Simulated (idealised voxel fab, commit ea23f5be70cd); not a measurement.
The name of this process module is voxel tone inversion.
Pictured: cross-section cut, 285 nm wide, on a grid of 5 nm square cells.
The cross-sections in this document take the form of a grid made of square cells. They are written out as bands, in order from top to bottom. Each band consists of one or more rows of cells. A band entry consists of two parts. The first gives the height of the band's top and the height of its bottom, in nm. The rest lists the band's materials from left to right, each with its width in nm. A single material labelled with the word "all across" fills the band from edge to edge, and the word "empty" marks empty space. For the purposes of this specification, 0 denotes the height below which the wafer in its as-received condition is composed wholly of one material, and the lowermost band, lacking a lower limit, extends downward without end, as expressed in "0 -> down". It should be noted that a width expressed as "30 to 40" varies in equal increments from row to row of cells within the band, taking the value of the first number at the top row and that of the second number at the bottom row. Step note "no alteration" = no cross-section cell changed. Entry "Trapped voids". Content: empty spaces with no open connection to the top, size 8 cells or greater. Each: width x height at distance. Distance: from left edge. Unit: nm. That trailing text on a step's line, after the settings, is the simulator's own remark on the step. overlay nm: where the mask lay relative to plan, measured to the right, on steps with a mask; negatives go left.
## The following list gives the planned process steps
| 1 | RECEIVE | material Si |
| 2 | CONFORMAL_DEP | material SiN | thk nm 5 |
| 3 | DIRECTIONAL_DEP | material aC | thk nm 20 |
| 4 | PATTERN | tone cover | mask id POSTS | material resist | width nm 15 | pitch nm 45 | thk nm 25 | overlay nm 0 |
| 5 | DIRECTIONAL_ETCH | etch materials aC | depth nm 20 |
| 6 | STRIP | etch materials resist |
| 7 | FILL_DEP | material SiO2 | thk nm 10 |
| 8 | CMP | height nm 25 |
| 9 | STRIP | etch materials aC |
| 10 | CONFORMAL_DEP | material TiN | thk nm 5 |
| 11 | FILL_DEP | material Ru | thk nm 5 |
| 12 | CMP | height nm 25 |
| 13 | CONFORMAL_DEP | material SiCN | thk nm 5 |
## This is the cross-section of the wafer as we received it, i.e. after step 1
> 0 -> down  Si all across
> Trapped voids: none
## The first of two wafers, cross-sectioned at the end of the module, with the run proceeding as planned
> 30 -> 25  SiCN all across
> 25 -> 10  110 SiO2, then 5 TiN, then 5 Ru, then 5 TiN, then 30 SiO2, then 5 TiN, then 5 Ru, then 5 TiN, then 115 SiO2
> 10 -> 5  110 SiO2, then 15 TiN, then 30 SiO2, then 15 TiN, then 115 SiO2
> 5 -> 0  SiN all across
> 0 -> down  Si all across
> Trapped voids: none
## Cross-sectional view of the second of two wafers upon completion of the module. This wafer shared its starting condition and process plan with the first; one error was made during its execution
> 30 -> 25  SiCN all across
> 25 -> 20  SiO2 all across
> 20 -> 0  110 SiO2, then 15 aC, then 30 SiO2, then 15 aC, then 115 SiO2
> 0 -> down  Si all across
> Trapped voids: none
So what did we get wrong on this run? plan step 2: skipped, not run
Wrapping up, a cell-based count of both wafers puts the second over or under the first for these materials: 6 fewer of Ru, 57 fewer of SiN, 57 more of SiO2, 18 fewer of TiN, 24 more of aC
